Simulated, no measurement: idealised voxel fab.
The process module presented herein is designated voxel self aligned contacts.
FYI the section here is cut, 240 nm wide, cells are 5 nm squares.
The cross-sections in this document take the form of a grid made of square cells. They are written out as bands, in order from top to bottom. Each band consists of one or more rows of cells. What a band's entry tells you: where the top is and where the bottom is, as heights in nm, and after that what lies inside, material by material from left to right, each with its width in nm. Empty space is written as the word "blank", and a single material marked with the word "throughout" occupies the band from edge to edge. Basically, 0 is our baseline, since under it the wafer straight out of the box is all one material. The bottom band has no lower end and keeps on going down, so it looks like "from 0 down". Width "30..40": first value at the band's top row of cells, second value at its bottom row, equal change from row to row. The cross-section has no changed cell in any step marked "no change". Empty spaces counting at least 8 cells and having no open way to the top are listed in "Sealed void inventory". The notation width x height at distance is used for each, the distance being from the left edge and all three values in nm. Whatever follows a step's settings on its line is a remark the simulator itself makes about that step. overlay nm, on a step with a mask: how far to the right of its planned place the mask lay; to the left if negative.
Process steps (planned):
| 1 | RECEIVE | material Si |
| 2 | OXIDIZE | depth nm 5 |
| 3 | DIRECTIONAL_DEP | material polySi | thk nm 20 |
| 4 | DIRECTIONAL_DEP | material SiN | thk nm 20 |
| 5 | DIRECTIONAL_DEP | material aC | thk nm 10 |
| 6 | PATTERN | tone cover | mask id GATE | material resist | width nm 35 | pitch nm 75 | thk nm 25 | overlay nm 0 |
| 7 | DIRECTIONAL_ETCH | etch materials aC | depth nm 10 |
| 8 | STRIP | etch materials resist |
| 9 | DIRECTIONAL_ETCH | etch materials SiN | depth nm 20 |
| 10 | DIRECTIONAL_ETCH | etch materials polySi | depth nm 20 |
| 11 | STRIP | etch materials aC |
| 12 | CONFORMAL_DEP | material SiN | thk nm 10 |
| 13 | DIRECTIONAL_ETCH | etch materials SiN | depth nm 10 |
| 14 | FILL_DEP | material SiO2 | thk nm 10 |
| 15 | CMP | height nm 45 |
| 16 | MASKED_ETCH | tone open | mask id CONTACT | width nm 60 | etch materials SiO2 | depth nm 50 | overlay nm 0 |
| 17 | CONFORMAL_DEP | material TiN | thk nm 5 |
| 18 | FILL_DEP | material Ru | thk nm 5 |
| 19 | CMP | height nm 45 |
| 20 | CONFORMAL_DEP | material SiCN | thk nm 5 |
So this is the incoming wafer in cross-section - it's already been through step 1:
  from 0 down: Si throughout
  Sealed void inventory: none
Cross-section taken at module completion on the first of two wafers; processed per the plan:
  from 50 to 45: SiCN throughout
  from 45 to 40: 90 of SiO2, then 25 of TiN, then 10 of Ru, then 25 of TiN, then 90 of SiO2
  from 40 to 20: 55 of SiO2, then 55 of SiN, then 5 of TiN, then 10 of Ru, then 5 of TiN, then 55 of SiN, then 55 of SiO2
  from 20 to 0: 55 of SiO2, then 10 of SiN, then 35 of polySi, then 10 of SiN, then 5 of TiN, then 10 of Ru, then 5 of TiN, then 10 of SiN, then 35 of polySi, then 10 of SiN, then 55 of SiO2
  from 0 to -5: 110 of SiO2, then 20 of TiN, then 110 of SiO2
  from -5 down: Si throughout
  Sealed void inventory: none
Wafer two, end of module, cross-section. Same start, same plan as wafer one. One mistake in the run:
  from 50 to 45: SiCN throughout
  from 45 to 40: 90 of SiO2, then 25 of TiN, then 10 of Ru, then 25 of TiN, then 90 of SiO2
  from 40 to 25: 55 of SiO2, then 55 of SiN, then 5 of TiN, then 10 of Ru, then 5 of TiN, then 55 of SiN, then 55 of SiO2
  from 25 to 20: 55 of SiO2, then 55 of SiN, then 20 of TiN, then 55 of SiN, then 55 of SiO2
  from 20 to 0: TiN throughout
  from 0 to -5: SiO2 throughout
  from -5 down: Si throughout
  Sealed void inventory: none
Plan not followed: step 3 was not run as planned; what actually ran was DIRECTIONAL_DEP | material TiN | thk nm 20
The second wafer ends with more or fewer cells of some materials than the first, per final count: Ru: 10 fewer, SiN: 32 fewer, SiO2: 84 fewer, TiN: 182 more, polySi: 56 fewer
